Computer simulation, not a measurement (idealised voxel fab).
Module name: voxel ribs on slabs (process module)
It is cross-section cut that appears here, measuring 280 nm in width, its square cells being 5 nm in size.
Format of a cross-section: grid, square cells. Given as bands. Order: top down. Band: one or more rows of cells. Each band's line starts with the height of the band's top and of its bottom, in nm. Then come its materials from left to right, each with its width in nm. One material with "edge to edge" fills the band from edge to edge. "blank" is empty space. All heights in this document are referenced to 0, defined as the level beneath which the wafer, as received, consists entirely of one material. The lowest band is not bounded below; it extends indefinitely downward and is written in the form "0 and below". A width given as "30 to 40" starts at the first number in the band's top row and ends at the second number in its bottom row, shifting by an equal amount at every step from row to row. Where a step carries "no change", the cross-section came out of it unchanged, cell for cell. The entry "Closed void entries" lists the empty spaces that cover at least 8 cells and have no open path to the top. Each is written as width x height at distance, where the distance is measured from the left edge and all three values are in nm. Read whatever lies past the settings on a step's line as the simulator's own remark about the step. Regarding "overlay nm": on a step with a mask, it is the distance the mask lay to the right of its planned place; a negative value places it to the left.
The steps planned for the process are as follows
1: RECEIVE | material Si
2: DIRECTIONAL_DEP | material SiO2 | thk nm 20
3: DIRECTIONAL_DEP | material SiN | thk nm 15
4: PATTERN | tone cover | mask id RIB | material resist | width nm 15 | thk nm 15 | overlay nm 0
5: DIRECTIONAL_ETCH | etch materials SiN | depth nm 5
6: STRIP | etch materials resist
7: DIRECTIONAL_DEP | material aC | thk nm 10
8: PATTERN | tone cover | mask id SLAB | material resist | width nm 65 | thk nm 25 | overlay nm 0
9: DIRECTIONAL_ETCH | etch materials aC | depth nm 10
10: STRIP | etch materials resist
11: DIRECTIONAL_ETCH | etch materials SiN | depth nm 10
12: STRIP | etch materials aC
13: FILL_DEP | material SiO2 | thk nm 15
14: CMP | height nm 45
15: DIRECTIONAL_DEP | material W | thk nm 5
16: PATTERN | tone cover | mask id HEATER | material resist | width nm 25 | thk nm 20 | overlay nm 0
17: DIRECTIONAL_ETCH | etch materials W | depth nm 5
18: STRIP | etch materials resist
19: CONFORMAL_DEP | material SiO2 | thk nm 5
Cross-section of the wafer upon arrival, representing the state reached after step 1
	0 and below = Si edge to edge
	Closed void entries: none
End-of-module cross-section of the first of two wafers, processed as planned
	55 down to 50 = blank=120, then SiO2=35, then blank=125
	50 down to 45 = SiO2=125, then W=25, then SiO2=130
	45 down to 35 = SiO2 edge to edge
	35 down to 30 = SiO2=130, then SiN=15, then SiO2=135
	30 down to 20 = SiO2=105, then SiN=65, then SiO2=110
	20 down to 0 = SiO2 edge to edge
	0 and below = Si edge to edge
	Closed void entries: none
Wafer two cross-section, module end. Start and plan unchanged from wafer one; one mistake made during the run
	55 down to 50 = blank=120, then SiO2=35, then blank=125
	50 down to 45 = SiO2=125, then W=25, then SiO2=130
	45 down to 30 = SiO2 edge to edge
	30 down to 25 = SiO2=105, then SiN=25, then SiO2=15, then SiN=25, then SiO2=110
	25 down to 20 = SiO2=105, then SiN=65, then SiO2=110
	20 down to 0 = SiO2 edge to edge
	0 and below = Si edge to edge
	Closed void entries: none
Want to know what went wrong? a sequencing error occurred in which plan steps 6 and 7 were transposed
Looking at both finished wafers in cells, the second ends up ahead of or behind the first on some materials: SiN: 6 fewer | SiO2: 6 more
